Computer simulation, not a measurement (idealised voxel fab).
The process module presented herein is designated voxel wiring stack.
cross-section cut | 245 nm wide | cells 5 nm
In this document a cross-section is written as a grid of square cells. It is given as a series of bands, listed from the top down, and a band is one or more rows of cells. Per band: top height and bottom height in nm, followed by the left-to-right materials and their widths in nm; "all across" marks a single material spanning edge to edge, "blank" marks empty space. A quick word on heights: they are counted from 0, and under that level the wafer as it came to us is one material throughout. The lowest band is different from the rest in having no bottom; it simply continues downward, written as in "0..down". A width such as "30 to 40" changes by the same amount from each row of cells to the next, from the band's top row to its bottom row. For the purposes of this document, the phrase "remained unchanged" attached to a step denotes that no cell within the cross-section was modified by that step. "Unvented voids" enumerates empty spaces isolated from the top, with no open way to it, that contain at least 8 cells, giving each as width x height at distance from the left edge, all three in nm. Step line, after settings: the simulator's comment on this step. Regarding "overlay nm": on a step with a mask, it is the distance the mask lay to the right of its planned place; a negative value places it to the left.
### Process steps foreseen in the plan
1: RECEIVE: material Si
2: CONFORMAL_DEP: material SiO2, thk nm 10
3: CONFORMAL_DEP: material SiCN, thk nm 5
4: DIRECTIONAL_DEP: material lowk, thk nm 20
5: PATTERN: tone open, mask id METAL_1, material resist, width nm 25, pitch nm 55, thk nm 20, overlay nm 0
6: DIRECTIONAL_ETCH: etch materials lowk, depth nm 20
7: DIRECTIONAL_ETCH: etch materials SiCN, depth nm 5
8: STRIP: etch materials resist
9: CONFORMAL_DEP: material TiN, thk nm 5
10: FILL_DEP: material W, thk nm 10
11: CMP: height nm 35
12: CONFORMAL_DEP: material SiCN, thk nm 5
13: DIRECTIONAL_DEP: material lowk, thk nm 35
14: PATTERN: tone open, mask id METAL_2, material resist, width nm 25, pitch nm 55, thk nm 15, overlay nm 0
15: DIRECTIONAL_ETCH: etch materials lowk, depth nm 20
16: STRIP: etch materials resist
17: PATTERN: tone open, mask id METAL_2_HOLES, material resist, width nm 15, pitch nm 110, thk nm 20, overlay nm 0
18: DIRECTIONAL_ETCH: etch materials lowk, depth nm 15
19: DIRECTIONAL_ETCH: etch materials SiCN, depth nm 5
20: STRIP: etch materials resist
21: CONFORMAL_DEP: material TiN, thk nm 5
22: FILL_DEP: material Cu, thk nm 5
23: CMP: height nm 75
24: CONFORMAL_DEP: material SiN, thk nm 5
### first wafer, as planned
### Wafer as received: cross-section following step 1
0..down | Si all across
Unvented voids: none
### The following cross-section depicts the wafer upon completion of step 2
10..0 | SiO2 all across
Beneath the level 0, the cross-section is identical to its previous state.
### The following cross-section depicts the wafer upon completion of step 3
15..10 | SiCN all across
Beneath the level 10, the cross-section is identical to its previous state.
### The following cross-section depicts the wafer upon completion of step 4
35..15 | lowk all across
Beneath the level 15, the cross-section is identical to its previous state.
### The following cross-section depicts the wafer upon completion of step 5
55..35 | resist 25 nm | blank 25 nm | resist 30 nm | blank 25 nm | resist 30 nm | blank 25 nm | resist 30 nm | blank 25 nm | resist 30 nm
Beneath the level 35, the cross-section is identical to its previous state.
### The following cross-section depicts the wafer upon completion of step 6
55..35 | resist 25 nm | blank 25 nm | resist 30 nm | blank 25 nm | resist 30 nm | blank 25 nm | resist 30 nm | blank 25 nm | resist 30 nm
35..15 | lowk 25 nm | blank 25 nm | lowk 30 nm | blank 25 nm | lowk 30 nm | blank 25 nm | lowk 30 nm | blank 25 nm | lowk 30 nm
Beneath the level 15, the cross-section is identical to its previous state.
### The following cross-section depicts the wafer upon completion of step 7
55..35 | resist 25 nm | blank 25 nm | resist 30 nm | blank 25 nm | resist 30 nm | blank 25 nm | resist 30 nm | blank 25 nm | resist 30 nm
35..15 | lowk 25 nm | blank 25 nm | lowk 30 nm | blank 25 nm | lowk 30 nm | blank 25 nm | lowk 30 nm | blank 25 nm | lowk 30 nm
15..10 | SiCN 25 nm | blank 25 nm | SiCN 30 nm | blank 25 nm | SiCN 30 nm | blank 25 nm | SiCN 30 nm | blank 25 nm | SiCN 30 nm
Beneath the level 10, the cross-section is identical to its previous state.
### The following cross-section depicts the wafer upon completion of step 8
35..15 | lowk 25 nm | blank 25 nm | lowk 30 nm | blank 25 nm | lowk 30 nm | blank 25 nm | lowk 30 nm | blank 25 nm | lowk 30 nm
Beneath the level 15, the cross-section is identical to its previous state.
### The following cross-section depicts the wafer upon completion of step 9
40..35 | TiN 30 nm | blank 15 nm | TiN 40 nm | blank 15 nm | TiN 40 nm | blank 15 nm | TiN 40 nm | blank 15 nm | TiN 35 nm
35..15 | lowk 25 nm | TiN 5 nm | blank 15 nm | TiN 5 nm | lowk 30 nm | TiN 5 nm | blank 15 nm | TiN 5 nm | lowk 30 nm | TiN 5 nm | blank 15 nm | TiN 5 nm | lowk 30 nm | TiN 5 nm | blank 15 nm | TiN 5 nm | lowk 30 nm
15..10 | SiCN 25 nm | TiN 25 nm | SiCN 30 nm | TiN 25 nm | SiCN 30 nm | TiN 25 nm | SiCN 30 nm | TiN 25 nm | SiCN 30 nm
Beneath the level 10, the cross-section is identical to its previous state.
### The following cross-section depicts the wafer upon completion of step 10
50..40 | W all across
40..35 | TiN 30 nm | W 15 nm | TiN 40 nm | W 15 nm | TiN 40 nm | W 15 nm | TiN 40 nm | W 15 nm | TiN 35 nm
35..15 | lowk 25 nm | TiN 5 nm | W 15 nm | TiN 5 nm | lowk 30 nm | TiN 5 nm | W 15 nm | TiN 5 nm | lowk 30 nm | TiN 5 nm | W 15 nm | TiN 5 nm | lowk 30 nm | TiN 5 nm | W 15 nm | TiN 5 nm | lowk 30 nm
Beneath the level 15, the cross-section is identical to its previous state.
### The following cross-section depicts the wafer upon completion of step 11
35..15 | lowk 25 nm | TiN 5 nm | W 15 nm | TiN 5 nm | lowk 30 nm | TiN 5 nm | W 15 nm | TiN 5 nm | lowk 30 nm | TiN 5 nm | W 15 nm | TiN 5 nm | lowk 30 nm | TiN 5 nm | W 15 nm | TiN 5 nm | lowk 30 nm
Beneath the level 15, the cross-section is identical to its previous state.
### The following cross-section depicts the wafer upon completion of step 12
40..35 | SiCN all across
Beneath the level 35, the cross-section is identical to its previous state.
### The following cross-section depicts the wafer upon completion of step 13
75..40 | lowk all across
Beneath the level 40, the cross-section is identical to its previous state.
### The following cross-section depicts the wafer upon completion of step 14
90..75 | resist 25 nm | blank 25 nm | resist 30 nm | blank 25 nm | resist 30 nm | blank 25 nm | resist 30 nm | blank 25 nm | resist 30 nm
Beneath the level 75, the cross-section is identical to its previous state.
### The following cross-section depicts the wafer upon completion of step 15
90..75 | resist 25 nm | blank 25 nm | resist 30 nm | blank 25 nm | resist 30 nm | blank 25 nm | resist 30 nm | blank 25 nm | resist 30 nm
75..55 | lowk 25 nm | blank 25 nm | lowk 30 nm | blank 25 nm | lowk 30 nm | blank 25 nm | lowk 30 nm | blank 25 nm | lowk 30 nm
Beneath the level 55, the cross-section is identical to its previous state.
### The following cross-section depicts the wafer upon completion of step 16
75..55 | lowk 25 nm | blank 25 nm | lowk 30 nm | blank 25 nm | lowk 30 nm | blank 25 nm | lowk 30 nm | blank 25 nm | lowk 30 nm
Beneath the level 55, the cross-section is identical to its previous state.
### The following cross-section depicts the wafer upon completion of step 17
95..75 | resist 25 nm | blank 15 nm | resist 95 nm | blank 15 nm | resist 95 nm
75..55 | lowk 25 nm | blank 15 nm | resist 10 nm | lowk 30 nm | resist 25 nm | lowk 30 nm | blank 15 nm | resist 10 nm | lowk 30 nm | resist 25 nm | lowk 30 nm
Beneath the level 55, the cross-section is identical to its previous state.
### The following cross-section depicts the wafer upon completion of step 18
95..75 | resist 25 nm | blank 15 nm | resist 95 nm | blank 15 nm | resist 95 nm
75..55 | lowk 25 nm | blank 15 nm | resist 10 nm | lowk 30 nm | resist 25 nm | lowk 30 nm | blank 15 nm | resist 10 nm | lowk 30 nm | resist 25 nm | lowk 30 nm
55..40 | lowk 25 nm | blank 15 nm | lowk 95 nm | blank 15 nm | lowk 95 nm
Beneath the level 40, the cross-section is identical to its previous state.
### The following cross-section depicts the wafer upon completion of step 19
95..75 | resist 25 nm | blank 15 nm | resist 95 nm | blank 15 nm | resist 95 nm
75..55 | lowk 25 nm | blank 15 nm | resist 10 nm | lowk 30 nm | resist 25 nm | lowk 30 nm | blank 15 nm | resist 10 nm | lowk 30 nm | resist 25 nm | lowk 30 nm
55..40 | lowk 25 nm | blank 15 nm | lowk 95 nm | blank 15 nm | lowk 95 nm
40..35 | SiCN 25 nm | blank 15 nm | SiCN 95 nm | blank 15 nm | SiCN 95 nm
Beneath the level 35, the cross-section is identical to its previous state.
### The following cross-section depicts the wafer upon completion of step 20
75..55 | lowk 25 nm | blank 25 nm | lowk 30 nm | blank 25 nm | lowk 30 nm | blank 25 nm | lowk 30 nm | blank 25 nm | lowk 30 nm
Beneath the level 55, the cross-section is identical to its previous state.
### The following cross-section depicts the wafer upon completion of step 21
80..75 | TiN 30 nm | blank 15 nm | TiN 40 nm | blank 15 nm | TiN 40 nm | blank 15 nm | TiN 40 nm | blank 15 nm | TiN 35 nm
75..60 | lowk 25 nm | TiN 5 nm | blank 15 nm | TiN 5 nm | lowk 30 nm | TiN 5 nm | blank 15 nm | TiN 5 nm | lowk 30 nm | TiN 5 nm | blank 15 nm | TiN 5 nm | lowk 30 nm | TiN 5 nm | blank 15 nm | TiN 5 nm | lowk 30 nm
60..55 | lowk 25 nm | TiN 5 nm | blank 5 nm | TiN 15 nm | lowk 30 nm | TiN 25 nm | lowk 30 nm | TiN 5 nm | blank 5 nm | TiN 15 nm | lowk 30 nm | TiN 25 nm | lowk 30 nm
55..40 | lowk 25 nm | TiN 5 nm | blank 5 nm | TiN 5 nm | lowk 95 nm | TiN 5 nm | blank 5 nm | TiN 5 nm | lowk 95 nm
40..35 | SiCN 25 nm | TiN 15 nm | SiCN 95 nm | TiN 15 nm | SiCN 95 nm
Beneath the level 35, the cross-section is identical to its previous state.
### The following cross-section depicts the wafer upon completion of step 22
85..80 | Cu all across
80..75 | TiN 30 nm | Cu 15 nm | TiN 40 nm | Cu 15 nm | TiN 40 nm | Cu 15 nm | TiN 40 nm | Cu 15 nm | TiN 35 nm
75..60 | lowk 25 nm | TiN 5 nm | Cu 15 nm | TiN 5 nm | lowk 30 nm | TiN 5 nm | Cu 15 nm | TiN 5 nm | lowk 30 nm | TiN 5 nm | Cu 15 nm | TiN 5 nm | lowk 30 nm | TiN 5 nm | Cu 15 nm | TiN 5 nm | lowk 30 nm
60..55 | lowk 25 nm | TiN 5 nm | Cu 5 nm | TiN 15 nm | lowk 30 nm | TiN 25 nm | lowk 30 nm | TiN 5 nm | Cu 5 nm | TiN 15 nm | lowk 30 nm | TiN 25 nm | lowk 30 nm
55..40 | lowk 25 nm | TiN 5 nm | Cu 5 nm | TiN 5 nm | lowk 95 nm | TiN 5 nm | Cu 5 nm | TiN 5 nm | lowk 95 nm
Beneath the level 40, the cross-section is identical to its previous state.
### The following cross-section depicts the wafer upon completion of step 23
75..60 | lowk 25 nm | TiN 5 nm | Cu 15 nm | TiN 5 nm | lowk 30 nm | TiN 5 nm | Cu 15 nm | TiN 5 nm | lowk 30 nm | TiN 5 nm | Cu 15 nm | TiN 5 nm | lowk 30 nm | TiN 5 nm | Cu 15 nm | TiN 5 nm | lowk 30 nm
Beneath the level 60, the cross-section is identical to its previous state.
### The following cross-section depicts the wafer upon completion of step 24
80..75 | SiN all across
Beneath the level 75, the cross-section is identical to its previous state.
### Wafer two of two - same starting point, same process plan, one mistake in execution; matches wafer one up to and including step 12
### X-section, second wafer, when step 13 was due to finish
110..40 | lowk all across
Beneath the level 40, the cross-section is identical to its previous state.
### X-section, second wafer, when step 14 was due to finish
125..110 | resist 25 nm | blank 25 nm | resist 30 nm | blank 25 nm | resist 30 nm | blank 25 nm | resist 30 nm | blank 25 nm | resist 30 nm
Beneath the level 110, the cross-section is identical to its previous state.
### X-section, second wafer, when step 15 was due to finish
125..110 | resist 25 nm | blank 25 nm | resist 30 nm | blank 25 nm | resist 30 nm | blank 25 nm | resist 30 nm | blank 25 nm | resist 30 nm
110..90 | lowk 25 nm | blank 25 nm | lowk 30 nm | blank 25 nm | lowk 30 nm | blank 25 nm | lowk 30 nm | blank 25 nm | lowk 30 nm
Beneath the level 90, the cross-section is identical to its previous state.
### X-section, second wafer, when step 16 was due to finish
110..90 | lowk 25 nm | blank 25 nm | lowk 30 nm | blank 25 nm | lowk 30 nm | blank 25 nm | lowk 30 nm | blank 25 nm | lowk 30 nm
Beneath the level 90, the cross-section is identical to its previous state.
### X-section, second wafer, when step 17 was due to finish
130..110 | resist 25 nm | blank 15 nm | resist 95 nm | blank 15 nm | resist 95 nm
110..90 | lowk 25 nm | blank 15 nm | resist 10 nm | lowk 30 nm | resist 25 nm | lowk 30 nm | blank 15 nm | resist 10 nm | lowk 30 nm | resist 25 nm | lowk 30 nm
Beneath the level 90, the cross-section is identical to its previous state.
### X-section, second wafer, when step 18 was due to finish
130..110 | resist 25 nm | blank 15 nm | resist 95 nm | blank 15 nm | resist 95 nm
110..90 | lowk 25 nm | blank 15 nm | resist 10 nm | lowk 30 nm | resist 25 nm | lowk 30 nm | blank 15 nm | resist 10 nm | lowk 30 nm | resist 25 nm | lowk 30 nm
90..75 | lowk 25 nm | blank 15 nm | lowk 95 nm | blank 15 nm | lowk 95 nm
Beneath the level 75, the cross-section is identical to its previous state.
X-section, second wafer, when step 19 was due to finish: remained unchanged
### X-section, second wafer, when step 20 was due to finish
110..90 | lowk 25 nm | blank 25 nm | lowk 30 nm | blank 25 nm | lowk 30 nm | blank 25 nm | lowk 30 nm | blank 25 nm | lowk 30 nm
Beneath the level 90, the cross-section is identical to its previous state.
### X-section, second wafer, when step 21 was due to finish
115..110 | TiN 30 nm | blank 15 nm | TiN 40 nm | blank 15 nm | TiN 40 nm | blank 15 nm | TiN 40 nm | blank 15 nm | TiN 35 nm
110..95 | lowk 25 nm | TiN 5 nm | blank 15 nm | TiN 5 nm | lowk 30 nm | TiN 5 nm | blank 15 nm | TiN 5 nm | lowk 30 nm | TiN 5 nm | blank 15 nm | TiN 5 nm | lowk 30 nm | TiN 5 nm | blank 15 nm | TiN 5 nm | lowk 30 nm
95..90 | lowk 25 nm | TiN 5 nm | blank 5 nm | TiN 15 nm | lowk 30 nm | TiN 25 nm | lowk 30 nm | TiN 5 nm | blank 5 nm | TiN 15 nm | lowk 30 nm | TiN 25 nm | lowk 30 nm
90..80 | lowk 25 nm | TiN 5 nm | blank 5 nm | TiN 5 nm | lowk 95 nm | TiN 5 nm | blank 5 nm | TiN 5 nm | lowk 95 nm
80..75 | lowk 25 nm | TiN 15 nm | lowk 95 nm | TiN 15 nm | lowk 95 nm
Beneath the level 75, the cross-section is identical to its previous state.
### X-section, second wafer, when step 22 was due to finish
120..115 | Cu all across
115..110 | TiN 30 nm | Cu 15 nm | TiN 40 nm | Cu 15 nm | TiN 40 nm | Cu 15 nm | TiN 40 nm | Cu 15 nm | TiN 35 nm
110..95 | lowk 25 nm | TiN 5 nm | Cu 15 nm | TiN 5 nm | lowk 30 nm | TiN 5 nm | Cu 15 nm | TiN 5 nm | lowk 30 nm | TiN 5 nm | Cu 15 nm | TiN 5 nm | lowk 30 nm | TiN 5 nm | Cu 15 nm | TiN 5 nm | lowk 30 nm
95..90 | lowk 25 nm | TiN 5 nm | Cu 5 nm | TiN 15 nm | lowk 30 nm | TiN 25 nm | lowk 30 nm | TiN 5 nm | Cu 5 nm | TiN 15 nm | lowk 30 nm | TiN 25 nm | lowk 30 nm
90..80 | lowk 25 nm | TiN 5 nm | Cu 5 nm | TiN 5 nm | lowk 95 nm | TiN 5 nm | Cu 5 nm | TiN 5 nm | lowk 95 nm
Beneath the level 80, the cross-section is identical to its previous state.
### X-section, second wafer, when step 23 was due to finish
75..40 | lowk all across
Beneath the level 40, the cross-section is identical to its previous state.
### X-section, second wafer, when step 24 was due to finish
80..75 | SiN all across
Beneath the level 75, the cross-section is identical to its previous state.
Want to know what went wrong? step 13 of the plan was twice carried out
Bottom line after processing is that, in cells, the second wafer is up or down on some materials versus the first: 44 fewer of Cu | 6 more of SiCN | 60 fewer of TiN | 98 more of lowk
